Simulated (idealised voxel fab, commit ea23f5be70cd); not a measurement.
This section sets out a process module, namely voxel self aligned contacts.
We display cut, a cross-section 215 nm in width whose square cells are each 5 nm.
If you're reading a cross-section in this doc, picture square cells in a grid; it comes to you as bands, top ones listed first down to the bottom, and a band can be one or more rows of cells.
A band entry consists of two parts. The first gives the height of the band's top and the height of its bottom, in nm. The rest lists the band's materials from left to right, each with its width in nm. A single material labelled with the word "edge to edge" fills the band from edge to edge, and the word "air" marks empty space.
The level at which height equals 0 is the one under which the wafer, as it arrives, is entirely one material. No lower edge exists for the bottom band, which continues downward and is notated as in "0 nm and below".
Width spec "30..40" -> top row of cells at first value, bottom row at second value, equal per-row change in between.
Where a step carries "nothing altered", the cross-section came out of it unchanged, cell for cell.
You'll see "Enclosed void entries" listing empty spaces that have no way open to the top, as long as they're 8 cells or more; the notation is width x height at distance, where the distance is from the left edge, and all of it is in nm.
On a step's line, text after the settings is the simulator commenting on that step.
For masked steps, "overlay nm" on the step line gives how far right of plan the mask actually lay; a minus sign means it lay to the left.
Everything after this point is organized in pairs: a cross-section before one process step, a cross-section after it that shows only as deep as the lowest changed band, and, under the pair, the intervening step with its settings. Because different runs of this module on the same starting wafer can supply different pairs, a pair continues from the pair above it only if its entry headed "Ahead of processing" says so.

[Ahead of processing]
    60 nm to 55 nm  TiN 90 nm, then air 35 nm, then TiN 90 nm
    55 nm to 50 nm  SiO2 85 nm, then TiN 45 nm, then SiO2 85 nm
    50 nm to 25 nm  SiN 75 nm, then SiO2 5 nm, then SiN 55 nm, then SiO2 5 nm, then SiN 75 nm
    25 nm to 5 nm  polySi edge to edge
    5 nm to 0 nm  SiO2 edge to edge
    0 nm and below  Si edge to edge
    Enclosed void entries: none

[Cross-Section After Step]
    65 nm to 60 nm  Ru edge to edge
    60 nm to 55 nm  TiN 90 nm, then Ru 35 nm, then TiN 90 nm
    Anything lower than 55 is untouched.
    Enclosed void entries: none
Step taken after the before cross-section and before the after cross-section above: FILL_DEP (material Ru; thk nm 5)

Ahead of processing: Reference is made to the cross-section shown after the step in the pair directly above, which represents the state prior to this step.

[Cross-Section After Step]
    55 nm to 50 nm  SiO2 85 nm, then TiN 45 nm, then SiO2 85 nm
    Anything lower than 50 is untouched.
    Enclosed void entries: none
Step taken after the before cross-section and before the after cross-section above: CMP (height nm 55)

Ahead of processing: Reference is made to the cross-section shown after the step in the pair directly above, which represents the state prior to this step.

[Cross-Section After Step]
    60 nm to 55 nm  SiCN edge to edge
    Anything lower than 55 is untouched.
    Enclosed void entries: none
Step taken after the before cross-section and before the after cross-section above: CONFORMAL_DEP (material SiCN; thk nm 5)
